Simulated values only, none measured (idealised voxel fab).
process module | voxel gate over fins
cross-section cut | 250 nm wide | cells 5 nm
A cross-section is a grid of square cells, given in bands from the top down. A band is one or more rows of cells.
Each band's line starts with the height of the band's top and of its bottom, in nm. Then come its materials from left to right, each with its width in nm. One material with "throughout" fills the band from edge to edge. "air" is empty space.
Height 0 is the level under which the wafer as received is all one material. The lowest band goes on downwards, as in "0 down".
A width such as "30 to 40" changes by the same amount from each row of cells to the next, from the band's top row to its bottom row.
"no change" after a step means that no cell of the cross-section changed.
closed voids: empty space of 8 cells or more with no open way to the top, each as width x height at its distance from the left edge, in nm
after a step's settings: what the simulator itself notes on the step
overlay nm, on a step with a mask: how far to the right of its planned place the mask lay; to the left if negative
plan
1 op RECEIVE | material Si
2 op CONFORMAL_DEP | material SiN | thk nm 10
3 op DIRECTIONAL_DEP | material aC | thk nm 10
4 op PATTERN | tone cover | mask id FINS | material resist | width nm 15 | pitch nm 50 | thk nm 25 | overlay nm 0
5 op DIRECTIONAL_ETCH | etch materials aC | depth nm 10
6 op STRIP | etch materials resist
7 op DIRECTIONAL_ETCH | etch materials SiN | depth nm 10
8 op DIRECTIONAL_ETCH | etch materials Si | depth nm 35
9 op STRIP | etch materials aC
10 op FILL_DEP | material SiO2 | thk nm 5
11 op CMP | height nm 10
12 op MASKED_ETCH | tone open | mask id RAIL | width nm 15 | etch materials SiO2 | depth nm 40 | overlay nm 0
13 op CONFORMAL_DEP | material TiN | thk nm 5
14 op FILL_DEP | material Ru | thk nm 10
15 op CMP | height nm 10
16 op SELECTIVE_ETCH | etch materials W Ru TiN | depth nm 35
17 op FILL_DEP | material SiO2 | thk nm 5
18 op CMP | height nm 10
19 op SELECTIVE_ETCH | etch materials SiO2 | depth nm 25
20 op STRIP | etch materials SiN
21 op CONFORMAL_DEP | material HfO2 | thk nm 5
22 op CONFORMAL_DEP | material TiN | thk nm 5
23 op CONFORMAL_DEP | material TiAl | thk nm 5
24 op CONFORMAL_DEP | material TiN | thk nm 5
25 op FILL_DEP | material W | thk nm 10
26 op CMP | height nm 25
27 op CONFORMAL_DEP | material SiCN | thk nm 5
first wafer, as planned
as received, after step 1
  0 down: Si throughout
  closed voids: none
after step 2
  10 to 0: SiN throughout
  below 0: unchanged
after step 3
  20 to 10: aC throughout
  below 10: unchanged
after step 4
  45 to 20: air 90 | resist 15 | air 35 | resist 15 | air 95
  below 20: unchanged
after step 5
  35 to 20: air 90 | resist 15 | air 35 | resist 15 | air 95
  20 to 10: air 90 | aC 15 | air 35 | aC 15 | air 95
  below 10: unchanged
after step 6
  20 to 10: air 90 | aC 15 | air 35 | aC 15 | air 95
  below 10: unchanged
after step 7
  20 to 10: air 90 | aC 15 | air 35 | aC 15 | air 95
  10 to 0: air 90 | SiN 15 | air 35 | SiN 15 | air 95
  below 0: unchanged
after step 8
  20 to 10: air 90 | aC 15 | air 35 | aC 15 | air 95
  10 to 0: air 90 | SiN 15 | air 35 | SiN 15 | air 95
  0 to -35: air 90 | Si 15 | air 35 | Si 15 | air 95
  below -35: unchanged
after step 9
  10 to 0: air 90 | SiN 15 | air 35 | SiN 15 | air 95
  below 0: unchanged
after step 10
  15 to 10: SiO2 throughout
  10 to 0: SiO2 90 | SiN 15 | SiO2 35 | SiN 15 | SiO2 95
  0 to -35: SiO2 90 | Si 15 | SiO2 35 | Si 15 | SiO2 95
  below -35: unchanged
after step 11
  10 to 0: SiO2 90 | SiN 15 | SiO2 35 | SiN 15 | SiO2 95
  below 0: unchanged
after step 12
  10 to 0: SiO2 90 | SiN 15 | SiO2 10 | air 15 | SiO2 10 | SiN 15 | SiO2 95
  0 to -30: SiO2 90 | Si 15 | SiO2 10 | air 15 | SiO2 10 | Si 15 | SiO2 95
  below -30: unchanged
after step 13
  15 to 10: TiN 120 | air 5 | TiN 125
  10 to 0: SiO2 90 | SiN 15 | SiO2 10 | TiN 5 | air 5 | TiN 5 | SiO2 10 | SiN 15 | SiO2 95
  0 to -25: SiO2 90 | Si 15 | SiO2 10 | TiN 5 | air 5 | TiN 5 | SiO2 10 | Si 15 | SiO2 95
  -25 to -30: SiO2 90 | Si 15 | SiO2 10 | TiN 15 | SiO2 10 | Si 15 | SiO2 95
  below -30: unchanged
after step 14
  25 to 15: Ru throughout
  15 to 10: TiN 120 | Ru 5 | TiN 125
  10 to 0: SiO2 90 | SiN 15 | SiO2 10 | TiN 5 | Ru 5 | TiN 5 | SiO2 10 | SiN 15 | SiO2 95
  0 to -25: SiO2 90 | Si 15 | SiO2 10 | TiN 5 | Ru 5 | TiN 5 | SiO2 10 | Si 15 | SiO2 95
  below -25: unchanged
after step 15
  10 to 0: SiO2 90 | SiN 15 | SiO2 10 | TiN 5 | Ru 5 | TiN 5 | SiO2 10 | SiN 15 | SiO2 95
  below 0: unchanged
after step 16
  10 to 0: SiO2 90 | SiN 15 | SiO2 10 | air 15 | SiO2 10 | SiN 15 | SiO2 95
  0 to -25: SiO2 90 | Si 15 | SiO2 10 | air 15 | SiO2 10 | Si 15 | SiO2 95
  below -25: unchanged
after step 17
  15 to 10: SiO2 throughout
  10 to 0: SiO2 90 | SiN 15 | SiO2 35 | SiN 15 | SiO2 95
  0 to -25: SiO2 90 | Si 15 | SiO2 35 | Si 15 | SiO2 95
  below -25: unchanged
after step 18
  10 to 0: SiO2 90 | SiN 15 | SiO2 35 | SiN 15 | SiO2 95
  below 0: unchanged
after step 19
  10 to 0: air 90 | SiN 15 | air 35 | SiN 15 | air 95
  0 to -15: air 90 | Si 15 | air 35 | Si 15 | air 95
  below -15: unchanged
after step 20
  0 to -15: air 90 | Si 15 | air 35 | Si 15 | air 95
  below -15: unchanged
after step 21
  5 to 0: air 85 | HfO2 25 | air 25 | HfO2 25 | air 90
  0 to -10: air 85 | HfO2 5 | Si 15 | HfO2 5 | air 25 | HfO2 5 | Si 15 | HfO2 5 | air 90
  -10 to -15: HfO2 90 | Si 15 | HfO2 35 | Si 15 | HfO2 95
  below -15: unchanged
after step 22
  10 to 5: air 80 | TiN 35 | air 15 | TiN 35 | air 85
  5 to 0: air 80 | TiN 5 | HfO2 25 | TiN 5 | air 15 | TiN 5 | HfO2 25 | TiN 5 | air 85
  0 to -5: air 80 | TiN 5 | HfO2 5 | Si 15 | HfO2 5 | TiN 5 | air 15 | TiN 5 | HfO2 5 | Si 15 | HfO2 5 | TiN 5 | air 85
  -5 to -10: TiN 85 | HfO2 5 | Si 15 | HfO2 5 | TiN 25 | HfO2 5 | Si 15 | HfO2 5 | TiN 90
  below -10: unchanged
after step 23
  15 to 10: air 75 | TiAl 45 | air 5 | TiAl 45 | air 80
  10 to 5: air 75 | TiAl 5 | TiN 35 | TiAl 5 | air 5 | TiAl 5 | TiN 35 | TiAl 5 | air 80
  5 to 0: air 75 | TiAl 5 | TiN 5 | HfO2 25 | TiN 5 | TiAl 5 | air 5 | TiAl 5 | TiN 5 | HfO2 25 | TiN 5 | TiAl 5 | air 80
  0 to -5: TiAl 80 | TiN 5 | HfO2 5 | Si 15 | HfO2 5 | TiN 5 | TiAl 15 | TiN 5 | HfO2 5 | Si 15 | HfO2 5 | TiN 5 | TiAl 85
  below -5: unchanged
after step 24
  20 to 15: air 70 | TiN 105 | air 75
  15 to 10: air 70 | TiN 5 | TiAl 45 | TiN 5 | TiAl 45 | TiN 5 | air 75
  10 to 5: air 70 | TiN 5 | TiAl 5 | TiN 35 | TiAl 5 | TiN 5 | TiAl 5 | TiN 35 | TiAl 5 | TiN 5 | air 75
  5 to 0: TiN 75 | TiAl 5 | TiN 5 | HfO2 25 | TiN 5 | TiAl 5 | TiN 5 | TiAl 5 | TiN 5 | HfO2 25 | TiN 5 | TiAl 5 | TiN 80
  below 0: unchanged
after step 25
  30 to 20: W throughout
  20 to 15: W 70 | TiN 105 | W 75
  15 to 10: W 70 | TiN 5 | TiAl 45 | TiN 5 | TiAl 45 | TiN 5 | W 75
  10 to 5: W 70 | TiN 5 | TiAl 5 | TiN 35 | TiAl 5 | TiN 5 | TiAl 5 | TiN 35 | TiAl 5 | TiN 5 | W 75
  below 5: unchanged
after step 26
  25 to 20: W throughout
  below 20: unchanged
after step 27
  30 to 25: SiCN throughout
  below 25: unchanged
second wafer: like start, like plan, one mistake. Through step 3 it matches the first wafer
when step 4 should have ended
  45 to 20: air 100 | resist 15 | air 35 | resist 15 | air 85
  below 20: unchanged
when step 5 should have ended
  35 to 20: air 100 | resist 15 | air 35 | resist 15 | air 85
  20 to 10: air 100 | aC 15 | air 35 | aC 15 | air 85
  below 10: unchanged
when step 6 should have ended
  20 to 10: air 100 | aC 15 | air 35 | aC 15 | air 85
  below 10: unchanged
when step 7 should have ended
  20 to 10: air 100 | aC 15 | air 35 | aC 15 | air 85
  10 to 0: air 100 | SiN 15 | air 35 | SiN 15 | air 85
  below 0: unchanged
when step 8 should have ended
  20 to 10: air 100 | aC 15 | air 35 | aC 15 | air 85
  10 to 0: air 100 | SiN 15 | air 35 | SiN 15 | air 85
  0 to -35: air 100 | Si 15 | air 35 | Si 15 | air 85
  below -35: unchanged
when step 9 should have ended
  10 to 0: air 100 | SiN 15 | air 35 | SiN 15 | air 85
  below 0: unchanged
when step 10 should have ended
  15 to 10: SiO2 throughout
  10 to 0: SiO2 100 | SiN 15 | SiO2 35 | SiN 15 | SiO2 85
  0 to -35: SiO2 100 | Si 15 | SiO2 35 | Si 15 | SiO2 85
  below -35: unchanged
when step 11 should have ended
  10 to 0: SiO2 100 | SiN 15 | SiO2 35 | SiN 15 | SiO2 85
  below 0: unchanged
when step 12 should have ended
  10 to 0: SiO2 100 | SiN 15 | air 15 | SiO2 20 | SiN 15 | SiO2 85
  0 to -30: SiO2 100 | Si 15 | air 15 | SiO2 20 | Si 15 | SiO2 85
  below -30: unchanged
when step 13 should have ended
  15 to 10: TiN 120 | air 5 | TiN 125
  10 to 0: SiO2 100 | SiN 15 | TiN 5 | air 5 | TiN 5 | SiO2 20 | SiN 15 | SiO2 85
  0 to -25: SiO2 100 | Si 15 | TiN 5 | air 5 | TiN 5 | SiO2 20 | Si 15 | SiO2 85
  -25 to -30: SiO2 100 | Si 15 | TiN 15 | SiO2 20 | Si 15 | SiO2 85
  below -30: unchanged
when step 14 should have ended
  25 to 15: Ru throughout
  15 to 10: TiN 120 | Ru 5 | TiN 125
  10 to 0: SiO2 100 | SiN 15 | TiN 5 | Ru 5 | TiN 5 | SiO2 20 | SiN 15 | SiO2 85
  0 to -25: SiO2 100 | Si 15 | TiN 5 | Ru 5 | TiN 5 | SiO2 20 | Si 15 | SiO2 85
  below -25: unchanged
when step 15 should have ended
  10 to 0: SiO2 100 | SiN 15 | TiN 5 | Ru 5 | TiN 5 | SiO2 20 | SiN 15 | SiO2 85
  below 0: unchanged
when step 16 should have ended
  10 to 0: SiO2 100 | SiN 15 | air 15 | SiO2 20 | SiN 15 | SiO2 85
  0 to -25: SiO2 100 | Si 15 | air 15 | SiO2 20 | Si 15 | SiO2 85
  below -25: unchanged
when step 17 should have ended
  15 to 10: SiO2 throughout
  10 to 0: SiO2 100 | SiN 15 | SiO2 35 | SiN 15 | SiO2 85
  0 to -25: SiO2 100 | Si 15 | SiO2 35 | Si 15 | SiO2 85
  below -25: unchanged
when step 18 should have ended
  10 to 0: SiO2 100 | SiN 15 | SiO2 35 | SiN 15 | SiO2 85
  below 0: unchanged
when step 19 should have ended
  10 to 0: air 100 | SiN 15 | air 35 | SiN 15 | air 85
  0 to -15: air 100 | Si 15 | air 35 | Si 15 | air 85
  below -15: unchanged
when step 20 should have ended
  0 to -15: air 100 | Si 15 | air 35 | Si 15 | air 85
  below -15: unchanged
when step 21 should have ended
  5 to 0: air 95 | HfO2 25 | air 25 | HfO2 25 | air 80
  0 to -10: air 95 | HfO2 5 | Si 15 | HfO2 5 | air 25 | HfO2 5 | Si 15 | HfO2 5 | air 80
  -10 to -15: HfO2 100 | Si 15 | HfO2 35 | Si 15 | HfO2 85
  below -15: unchanged
when step 22 should have ended
  10 to 5: air 90 | TiN 35 | air 15 | TiN 35 | air 75
  5 to 0: air 90 | TiN 5 | HfO2 25 | TiN 5 | air 15 | TiN 5 | HfO2 25 | TiN 5 | air 75
  0 to -5: air 90 | TiN 5 | HfO2 5 | Si 15 | HfO2 5 | TiN 5 | air 15 | TiN 5 | HfO2 5 | Si 15 | HfO2 5 | TiN 5 | air 75
  -5 to -10: TiN 95 | HfO2 5 | Si 15 | HfO2 5 | TiN 25 | HfO2 5 | Si 15 | HfO2 5 | TiN 80
  below -10: unchanged
when step 23 should have ended
  15 to 10: air 85 | TiAl 45 | air 5 | TiAl 45 | air 70
  10 to 5: air 85 | TiAl 5 | TiN 35 | TiAl 5 | air 5 | TiAl 5 | TiN 35 | TiAl 5 | air 70
  5 to 0: air 85 | TiAl 5 | TiN 5 | HfO2 25 | TiN 5 | TiAl 5 | air 5 | TiAl 5 | TiN 5 | HfO2 25 | TiN 5 | TiAl 5 | air 70
  0 to -5: TiAl 90 | TiN 5 | HfO2 5 | Si 15 | HfO2 5 | TiN 5 | TiAl 15 | TiN 5 | HfO2 5 | Si 15 | HfO2 5 | TiN 5 | TiAl 75
  below -5: unchanged
when step 24 should have ended
  20 to 15: air 80 | TiN 105 | air 65
  15 to 10: air 80 | TiN 5 | TiAl 45 | TiN 5 | TiAl 45 | TiN 5 | air 65
  10 to 5: air 80 | TiN 5 | TiAl 5 | TiN 35 | TiAl 5 | TiN 5 | TiAl 5 | TiN 35 | TiAl 5 | TiN 5 | air 65
  5 to 0: TiN 85 | TiAl 5 | TiN 5 | HfO2 25 | TiN 5 | TiAl 5 | TiN 5 | TiAl 5 | TiN 5 | HfO2 25 | TiN 5 | TiAl 5 | TiN 70
  below 0: unchanged
when step 25 should have ended
  30 to 20: W throughout
  20 to 15: W 80 | TiN 105 | W 65
  15 to 10: W 80 | TiN 5 | TiAl 45 | TiN 5 | TiAl 45 | TiN 5 | W 65
  10 to 5: W 80 | TiN 5 | TiAl 5 | TiN 35 | TiAl 5 | TiN 5 | TiAl 5 | TiN 35 | TiAl 5 | TiN 5 | W 65
  below 5: unchanged
when step 26 should have ended
  25 to 20: W throughout
  below 20: unchanged
when step 27 should have ended
  30 to 25: SiCN throughout
  below 25: unchanged
what went wrong: step 4 ran as: op PATTERN | tone cover | mask id FINS | material resist | width nm 15 | pitch nm 50 | thk nm 25 | overlay nm 10
at the end the second wafer has, in cells: as many of each material as the first, in other places
